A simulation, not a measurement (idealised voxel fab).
Proc. module: voxel ribs on slabs
Square cells of 5 nm make up the cross-section cut, whose width is 150 nm.
When this document writes out a cross-section, it uses a grid of square cells and lists it as bands, beginning at the top and moving down, with a band standing for one or more rows of cells.
This entry defines a band. It first specifies the height of the band's top and the height of its bottom in nm, and then specifies the band's materials from left to right, stating each material with its width in nm. The word "everywhere" identifies a single material that fills the band from edge to edge, while the word "air" identifies empty space.
Height reference: 0 = level under which incoming wafer is all one material. Lowest band: no bottom, runs on downward, e.g. "from 0 down".
It should be noted that a width expressed as "30..40" varies in equal increments from row to row of cells within the band, taking the value of the first number at the top row and that of the second number at the bottom row.
Any step labelled "no alteration" changed none of the cells in the cross-section.
Voids not open to the top, 8 cells minimum: see "Tabulated closed voids". Written width x height at distance; distance is from the left edge; nm.
Step line, after settings: the simulator's comment on this step.
When a step includes a mask, the "overlay nm" setting on its line states how far to the right of its planned place that mask lay, and negative values state how far to the left.
Planned step list for the process
| 1 | RECEIVE: material Si |
| 2 | DIRECTIONAL_DEP: material SiO2, thk nm 30 |
| 3 | DIRECTIONAL_DEP: material SiN, thk nm 15 |
| 4 | MASKED_ETCH: tone cover, mask id RIB, width nm 30, etch materials SiN, depth nm 5, overlay nm 0 |
| 5 | PATTERN: tone cover, mask id SLAB, material resist, width nm 60, thk nm 20, overlay nm 0 |
| 6 | DIRECTIONAL_ETCH: etch materials SiN, depth nm 10 |
| 7 | STRIP: etch materials resist |
| 8 | FILL_DEP: material SiO2, thk nm 20 |
| 9 | CMP: height nm 55 |
| 10 | DIRECTIONAL_DEP: material TiN, thk nm 10 |
| 11 | MASKED_ETCH: tone cover, mask id HEATER, width nm 40, etch materials TiN, depth nm 10, overlay nm 0 |
| 12 | CONFORMAL_DEP: material SiO2, thk nm 5 |
as received, after step 1
  from 0 down = Si everywhere
  Tabulated closed voids: none
What the wafer looks like in cross-section after this module, when it starts as shown above and follows the plan above but one mistake is made in running it
  from 70 to 65 = air (50)  SiO2 (50)  air (50)
  from 65 to 60 = air (50)  SiO2 (5)  TiN (40)  SiO2 (5)  air (50)
  from 60 to 55 = SiO2 (55)  TiN (40)  SiO2 (55)
  from 55 to 45 = SiO2 everywhere
  from 45 to 40 = SiO2 (60)  SiN (30)  SiO2 (60)
  from 40 to 30 = SiO2 (45)  SiN (65)  SiO2 (40)
  from 30 to 0 = SiO2 everywhere
  from 0 down = Si everywhere
  Tabulated closed voids: none
Which mistake was made when the wafer was run? step 5 went in with a setting other than planned; the actual run was PATTERN: tone cover, mask id SLAB, material resist, width nm 65, thk nm 20, overlay nm 0
